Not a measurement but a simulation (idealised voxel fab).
voxel capacitor over wiring: a process module
cross-section cut | 225 nm wide | cells 5 nm
Cross-section = grid of square cells, listed top down in bands; band = one or more rows. What a band's entry tells you: where the top is and where the bottom is, as heights in nm, and after that what lies inside, material by material from left to right, each with its width in nm. Empty space is written as the word "blank", and a single material marked with the word "edge to edge" occupies the band from edge to edge. The reference from which all heights are counted is 0, the level beneath which the as-received wafer is entirely one material; the lowest band, having no lower bound, proceeds downward and is written after the example "0..down". Per-row width for "30..40": begins at first number (top row of band), ends at second number (bottom row), increment between rows held constant. What does "remains unaltered" mean for a step? It means no cell of the cross-section changed in that step. If an empty space has no open way to the top and is at least 8 cells in size, "Closed void entries" lists it, written width x height at distance, where distance is measured from the left edge and every value is in nm. If you see something after the settings on a step's line, that's the simulator's own remark about that step. You can add "overlay nm" to a step's line. For a step with a mask, it describes how far the mask lay to the right of its planned position, and a negative number describes a lay to the left.
Process steps - plan:
- 1: RECEIVE | material Si
- 2: CONFORMAL_DEP | material SiO2 | thk nm 10
- 3: CONFORMAL_DEP | material SiN | thk nm 5
- 4: DIRECTIONAL_DEP | material SiO2 | thk nm 20
- 5: DIRECTIONAL_DEP | material aC | thk nm 15
- 6: PATTERN | tone open | mask id METAL_1 | material resist | width nm 25 | pitch nm 85 | thk nm 35 | overlay nm 0
- 7: DIRECTIONAL_ETCH | etch materials aC | depth nm 15
- 8: STRIP | etch materials resist
- 9: DIRECTIONAL_ETCH | etch materials SiO2 | depth nm 20
- 10: DIRECTIONAL_ETCH | etch materials SiN | depth nm 5
- 11: STRIP | etch materials aC
- 12: CONFORMAL_DEP | material TiN | thk nm 5
- 13: FILL_DEP | material Cu | thk nm 10
- 14: CMP | height nm 35
- 15: CONFORMAL_DEP | material SiCN | thk nm 5
- 16: DIRECTIONAL_DEP | material lowk | thk nm 20
- 17: MASKED_ETCH | tone open | mask id PLUG_1 | width nm 15 | etch materials lowk | depth nm 20 | overlay nm 0
- 18: MASKED_ETCH | tone open | mask id PLUG_1 | width nm 15 | etch materials SiCN | depth nm 5 | overlay nm 0
- 19: CONFORMAL_DEP | material TiN | thk nm 5
- 20: FILL_DEP | material W | thk nm 5
- 21: CMP | height nm 60
- 22: DIRECTIONAL_DEP | material TiN | thk nm 5
- 23: DIRECTIONAL_DEP | material SiN | thk nm 5
- 24: DIRECTIONAL_DEP | material TiN | thk nm 10
- 25: PATTERN | tone cover | mask id UPPER_PLATE | material resist | width nm 65 | thk nm 20 | overlay nm 0
- 26: DIRECTIONAL_ETCH | etch materials TiN | depth nm 10
- 27: DIRECTIONAL_ETCH | etch materials SiN | depth nm 5
- 28: STRIP | etch materials resist
- 29: MASKED_ETCH | tone cover | mask id LOWER_PLATE | width nm 75 | etch materials TiN | depth nm 10 | overlay nm 0
- 30: FILL_DEP | material SiO2 | thk nm 15
- 31: CMP | height nm 95
- 32: DIRECTIONAL_DEP | material aC | thk nm 10
- 33: PATTERN | tone open | mask id PLUG_2 | material resist | width nm 15 | thk nm 25 | overlay nm 0
- 34: DIRECTIONAL_ETCH | etch materials aC | depth nm 10
- 35: STRIP | etch materials resist
- 36: DIRECTIONAL_ETCH | etch materials SiO2 | depth nm 10
- 37: STRIP | etch materials aC
- 38: CONFORMAL_DEP | material TiN | thk nm 5
- 39: FILL_DEP | material Cu | thk nm 10
- 40: CMP | height nm 95
- 41: CONFORMAL_DEP | material SiCN | thk nm 5
Variable across wafers: step 22 thk nm (plan value is that of the first wafer; starting state common to all).
The first of several wafers in cross-section, exactly as it reached us after step 1:
> 0..down: Si edge to edge
> Closed void entries: none
Each row below is a wafer at the end of the module, listing for every material the number of cells it has gained (+) or lost (-) since it was received, followed by its closed voids:
thk nm 5 | +25 Cu | +87 SiCN | +48 SiN | +485 SiO2 | +83 TiN | +4 W | +168 lowk | Closed void entries: none
thk nm 10 | +25 Cu | +87 SiCN | +48 SiN | +470 SiO2 | +98 TiN | +4 W | +168 lowk | Closed void entries: none
thk nm 15 | +24 Cu | +87 SiCN | +48 SiN | +428 SiO2 | +141 TiN | +4 W | +168 lowk | Closed void entries: none
thk nm 20 | +24 Cu | +87 SiCN | +48 SiN | +386 SiO2 | +183 TiN | +4 W | +168 lowk | Closed void entries: none
thk nm 25 | +24 Cu | +87 SiCN | +48 SiN | +354 SiO2 | +215 TiN | +4 W | +168 lowk | Closed void entries: none
